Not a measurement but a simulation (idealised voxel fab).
process module | voxel transistor to metal
Square cells of 5 nm make up the cross-section cut, whose width is 185 nm.
A cross-section in this document is a grid of square cells, and it is written down as bands, the top band listed before the ones below it; a band is made up of one or more rows of cells.
Read a band's entry like this: the first values are the height of its top and the height of its bottom in nm, and what follows is the sequence of materials from left to right, each with its width in nm. Note that "blank" is empty space, and that a single material marked "full width" reaches across the band from edge to edge.
Heights are reckoned from 0. Under this level, the received wafer is all of one material. The bottommost band is open-ended downward, for example "0..down".
It should be noted that a width expressed as "30 to 40" varies in equal increments from row to row of cells within the band, taking the value of the first number at the top row and that of the second number at the bottom row.
When a step is marked "changes: none", none of the cells in the cross-section changed during that step.
Empty spaces without an open route to the top, at least 8 cells in extent, make up the entry "Sealed void listing"; each is given as width x height at distance, where the distance is measured from the left edge, and all are in nm.
Text after the settings on a step's line: the simulator's own remark on that step.
overlay nm: mask right of planned place by this much (step with mask). Neg. = left.
## Process steps - plan
1. RECEIVE (material Si)
2. CONFORMAL_DEP (material SiO2; thk nm 5)
3. CONFORMAL_DEP (material SiN; thk nm 10)
4. DIRECTIONAL_DEP (material aC; thk nm 10)
5. PATTERN (tone cover; mask id ACTIVE; material resist; width nm 95; thk nm 30; overlay nm 0)
6. DIRECTIONAL_ETCH (etch materials aC; depth nm 10)
7. STRIP (etch materials resist)
8. DIRECTIONAL_ETCH (etch materials SiN; depth nm 10)
9. DIRECTIONAL_ETCH (etch materials SiO2; depth nm 5)
10. DIRECTIONAL_ETCH (etch materials Si; depth nm 25)
11. STRIP (etch materials aC)
12. FILL_DEP (material SiO2; thk nm 15)
13. CMP (height nm 15)
14. SELECTIVE_ETCH (etch materials SiO2; depth nm 5)
15. STRIP (etch materials SiN)
16. SELECTIVE_ETCH (etch materials SiO2; depth nm 5)
17. OXIDIZE (depth nm 5)
18. DIRECTIONAL_DEP (material polySi; thk nm 25)
19. DIRECTIONAL_DEP (material SiCN; thk nm 15)
20. MASKED_ETCH (tone cover; mask id GATE; width nm 25; etch materials SiCN; depth nm 25; overlay nm 0)
21. MASKED_ETCH (tone cover; mask id GATE; width nm 25; etch materials polySi; depth nm 35; overlay nm 0)
22. CONFORMAL_DEP (material SiN; thk nm 5)
23. DIRECTIONAL_ETCH (etch materials SiN; depth nm 5)
24. DIRECTIONAL_ETCH (etch materials SiO2; depth nm 5)
25. EPI (material SiGe; thk nm 5)
26. FILL_DEP (material SiO2; thk nm 10)
27. CMP (height nm 25)
28. STRIP (etch materials polySi)
29. SELECTIVE_ETCH (etch materials SiO2; depth nm 5)
30. CONFORMAL_DEP (material HfO2; thk nm 5)
31. CONFORMAL_DEP (material TiN; thk nm 5)
32. FILL_DEP (material W; thk nm 10)
33. CMP (height nm 20)
34. DIRECTIONAL_DEP (material SiO2; thk nm 15)
35. MASKED_ETCH (tone open; mask id CONTACT; width nm 15; pitch nm 70; etch materials SiO2; depth nm 35; overlay nm 0)
36. CONFORMAL_DEP (material TiN; thk nm 5)
37. FILL_DEP (material Ru; thk nm 5)
38. CMP (height nm 35)
39. DIRECTIONAL_DEP (material TiN; thk nm 5)
40. DIRECTIONAL_DEP (material Ru; thk nm 15)
41. MASKED_ETCH (tone cover; mask id METAL_1; width nm 15; pitch nm 70; etch materials Ru; depth nm 15; overlay nm 0)
42. MASKED_ETCH (tone cover; mask id METAL_1; width nm 15; pitch nm 70; etch materials TiN; depth nm 5; overlay nm 0)
43. CONFORMAL_DEP (material SiCN; thk nm 5)
44. FILL_DEP (material lowk; thk nm 5)
45. CMP (height nm 55)
46. CONFORMAL_DEP (material SiCN; thk nm 5)
47. DIRECTIONAL_DEP (material lowk; thk nm 25)
48. DIRECTIONAL_DEP (material aC; thk nm 10)
49. PATTERN (tone open; mask id METAL_2; material resist; width nm 15; pitch nm 70; thk nm 30; overlay nm 0)
50. DIRECTIONAL_ETCH (etch materials aC; depth nm 10)
51. STRIP (etch materials resist)
52. DIRECTIONAL_ETCH (etch materials lowk; depth nm 15)
53. STRIP (etch materials aC)
54. MASKED_ETCH (tone open; mask id METAL_2_HOLES; width nm 15; pitch nm 70; etch materials lowk; depth nm 10; overlay nm 0)
55. MASKED_ETCH (tone open; mask id METAL_2_HOLES; width nm 15; pitch nm 70; etch materials SiCN; depth nm 5; overlay nm 0)
56. CONFORMAL_DEP (material TiN; thk nm 5)
57. FILL_DEP (material Cu; thk nm 5)
58. CMP (height nm 85)
59. CONFORMAL_DEP (material SiCN; thk nm 5)
## Step 1 complete: cross-section of the wafer as received
> 0..down | Si full width
> Sealed void listing: none
## First wafer of two, sectioned at end of module; run went per plan
> 90..85 | SiCN full width
> 85..60 | lowk 50 nm; TiN 5 nm; Cu 5 nm; TiN 5 nm; lowk 55 nm; TiN 5 nm; Cu 5 nm; TiN 5 nm; lowk 50 nm
> 60..55 | SiCN 50 nm; TiN 15 nm; SiCN 55 nm; TiN 15 nm; SiCN 50 nm
> 55..40 | lowk 45 nm; SiCN 5 nm; Ru 15 nm; SiCN 5 nm; lowk 45 nm; SiCN 5 nm; Ru 15 nm; SiCN 5 nm; lowk 45 nm
> 40..35 | SiCN 50 nm; TiN 15 nm; SiCN 55 nm; TiN 15 nm; SiCN 50 nm
> 35..20 | SiO2 50 nm; TiN 5 nm; Ru 5 nm; TiN 5 nm; SiO2 55 nm; TiN 5 nm; Ru 5 nm; TiN 5 nm; SiO2 50 nm
> 20..5 | SiO2 50 nm; TiN 5 nm; Ru 5 nm; TiN 5 nm; SiO2 10 nm; SiN 5 nm; HfO2 5 nm; TiN 5 nm; W 5 nm; TiN 5 nm; HfO2 5 nm; SiN 5 nm; SiO2 10 nm; TiN 5 nm; Ru 5 nm; TiN 5 nm; SiO2 50 nm
> 5..0 | SiO2 40 nm; SiN 5 nm; SiO2 5 nm; TiN 15 nm; SiO2 10 nm; SiN 5 nm; HfO2 5 nm; TiN 15 nm; HfO2 5 nm; SiN 5 nm; SiO2 10 nm; TiN 15 nm; SiO2 5 nm; SiN 5 nm; SiO2 40 nm
> 0..-5 | SiO2 45 nm; SiGe 30 nm; HfO2 35 nm; SiGe 30 nm; SiO2 45 nm
> -5..-25 | SiO2 45 nm; Si 95 nm; SiO2 45 nm
> -25..down | Si full width
> Sealed void listing: none
## What the second wafer looks like in cross-section once the module is done. Its start and its plan matched the first wafer's exactly; what differed was one mistake in how it was run
> 90..85 | SiCN full width
> 85..60 | lowk 50 nm; TiN 5 nm; Cu 5 nm; TiN 5 nm; lowk 55 nm; TiN 5 nm; Cu 5 nm; TiN 5 nm; lowk 50 nm
> 60..55 | SiCN 50 nm; TiN 15 nm; SiCN 55 nm; TiN 15 nm; SiCN 50 nm
> 55..40 | aC full width
> 40..35 | TiN full width
> 35..20 | SiO2 50 nm; TiN 5 nm; Ru 5 nm; TiN 5 nm; SiO2 55 nm; TiN 5 nm; Ru 5 nm; TiN 5 nm; SiO2 50 nm
> 20..5 | SiO2 50 nm; TiN 5 nm; Ru 5 nm; TiN 5 nm; SiO2 10 nm; SiN 5 nm; HfO2 5 nm; TiN 5 nm; W 5 nm; TiN 5 nm; HfO2 5 nm; SiN 5 nm; SiO2 10 nm; TiN 5 nm; Ru 5 nm; TiN 5 nm; SiO2 50 nm
> 5..0 | SiO2 40 nm; SiN 5 nm; SiO2 5 nm; TiN 15 nm; SiO2 10 nm; SiN 5 nm; HfO2 5 nm; TiN 15 nm; HfO2 5 nm; SiN 5 nm; SiO2 10 nm; TiN 15 nm; SiO2 5 nm; SiN 5 nm; SiO2 40 nm
> 0..-5 | SiO2 45 nm; SiGe 30 nm; HfO2 35 nm; SiGe 30 nm; SiO2 45 nm
> -5..-25 | SiO2 45 nm; Si 95 nm; SiO2 45 nm
> -25..down | Si full width
> Sealed void listing: none
It is concluded that the wafer was processed incorrectly with respect to the plan, in that not per plan at step 40, really ran DIRECTIONAL_DEP (material aC; thk nm 15)
Counted in cells at the end, the second wafer holds more or fewer of these materials than the first: Ru: 18 fewer | SiCN: 43 fewer | TiN: 31 more | aC: 111 more | lowk: 81 fewer
